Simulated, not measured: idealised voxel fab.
Process module, titled voxel capacitor over wiring
Shown is cross-section cut, with a width of 255 nm and square cells of size 5 nm.
Each cross-section below is a grid of square cells, stated as bands in top-down order, with one or more rows of cells making up each band. It is stipulated that each band's entry specify, in nanometres, the height of the top of the band and then that of its bottom, followed by the materials of the band in left-to-right sequence, each together with its width in nanometres. A single material marked by the word "edge to edge" is understood to fill the band from edge to edge; the word "empty" is understood to denote empty space. Heights from 0 (as-received wafer is one material below). Bottom band endless downward, as "z 0 and below". The notation "30..40" denotes a width that varies across the rows of cells in the band, beginning at the first number in the top row, finishing at the second number in the bottom row, and changing by an identical amount from each row to the next. Key: "nothing was modified" - step with no changed cell in the cross-section. "Closed voids list": empty spaces of 8 cells or more with no open way to the top, each given as width x height at distance, distance from the left edge, all in nm. Post-settings text on a step line: simulator's own remark regarding the step. overlay nm: for a step with a mask, the amount by which the mask lay right of where it was planned; a negative amount means left of it.
The steps planned for the process are as follows
1 RECEIVE [material Si]
2 CONFORMAL_DEP [material SiO2] [thk nm 10]
3 DIRECTIONAL_DEP [material TiN] [thk nm 5]
4 DIRECTIONAL_DEP [material W] [thk nm 25]
5 MASKED_ETCH [tone cover] [mask id METAL_1] [width nm 25] [pitch nm 80] [etch materials W] [depth nm 25] [overlay nm 0]
6 MASKED_ETCH [tone cover] [mask id METAL_1] [width nm 25] [pitch nm 80] [etch materials TiN] [depth nm 5] [overlay nm 0]
7 CONFORMAL_DEP [material SiCN] [thk nm 5]
8 FILL_DEP [material lowk] [thk nm 10]
9 CMP [height nm 40]
10 CONFORMAL_DEP [material SiCN] [thk nm 5]
11 DIRECTIONAL_DEP [material lowk] [thk nm 15]
12 PATTERN [tone open] [mask id PLUG_1] [material resist] [width nm 15] [thk nm 20] [overlay nm 0]
13 DIRECTIONAL_ETCH [etch materials lowk] [depth nm 15]
14 DIRECTIONAL_ETCH [etch materials SiCN] [depth nm 5]
15 STRIP [etch materials resist]
16 CONFORMAL_DEP [material TiN] [thk nm 5]
17 FILL_DEP [material Cu] [thk nm 10]
18 CMP [height nm 60]
19 DIRECTIONAL_DEP [material TiN] [thk nm 5]
20 DIRECTIONAL_DEP [material HfO2] [thk nm 5]
21 DIRECTIONAL_DEP [material TiN] [thk nm 5]
22 MASKED_ETCH [tone cover] [mask id UPPER_PLATE] [width nm 60] [etch materials TiN] [depth nm 5] [overlay nm 0]
23 MASKED_ETCH [tone cover] [mask id UPPER_PLATE] [width nm 60] [etch materials HfO2] [depth nm 5] [overlay nm 0]
24 MASKED_ETCH [tone cover] [mask id LOWER_PLATE] [width nm 70] [etch materials TiN] [depth nm 5] [overlay nm 0]
25 FILL_DEP [material SiO2] [thk nm 15]
26 CMP [height nm 85]
27 MASKED_ETCH [tone open] [mask id PLUG_2] [width nm 15] [etch materials SiO2] [depth nm 10] [overlay nm 0]
28 CONFORMAL_DEP [material TiN] [thk nm 5]
29 FILL_DEP [material W] [thk nm 10]
30 CMP [height nm 85]
31 CONFORMAL_DEP [material SiCN] [thk nm 5]
Cross-section: wafer on arrival = after step 1
	z 0 and below: Si edge to edge
	Closed voids list: none
Cross-section, end of module. Start: as above. Plan: as above. Execution: one mistake
	z 90 to 85: SiCN edge to edge
	z 85 to 80: 95 SiO2 | 5 TiN | 5 W | 5 TiN | 145 SiO2
	z 80 to 75: 95 SiO2 | 15 TiN | 145 SiO2
	z 75 to 70: 80 SiO2 | 5 TiN | 60 SiO2 | 5 TiN | 105 SiO2
	z 70 to 65: HfO2 edge to edge
	z 65 to 60: TiN edge to edge
	z 60 to 45: 85 lowk | 5 TiN | 5 Cu | 5 TiN | 155 lowk
	z 45 to 40: 85 SiCN | 15 TiN | 155 SiCN
	z 40 to 15: 70 lowk | 5 SiCN | 25 W | 5 SiCN | 45 lowk | 5 SiCN | 25 W | 5 SiCN | 70 lowk
	z 15 to 10: 75 SiCN | 25 TiN | 55 SiCN | 25 TiN | 75 SiCN
	z 10 to 0: SiO2 edge to edge
	z 0 and below: Si edge to edge
	Closed voids list: none
What went wrong in running the wafer? it should be noted that step 22 was executed with settings other than those planned, the operation and settings actually applied being MASKED_ETCH [tone open] [mask id UPPER_PLATE] [width nm 60] [etch materials TiN] [depth nm 5] [overlay nm 0]
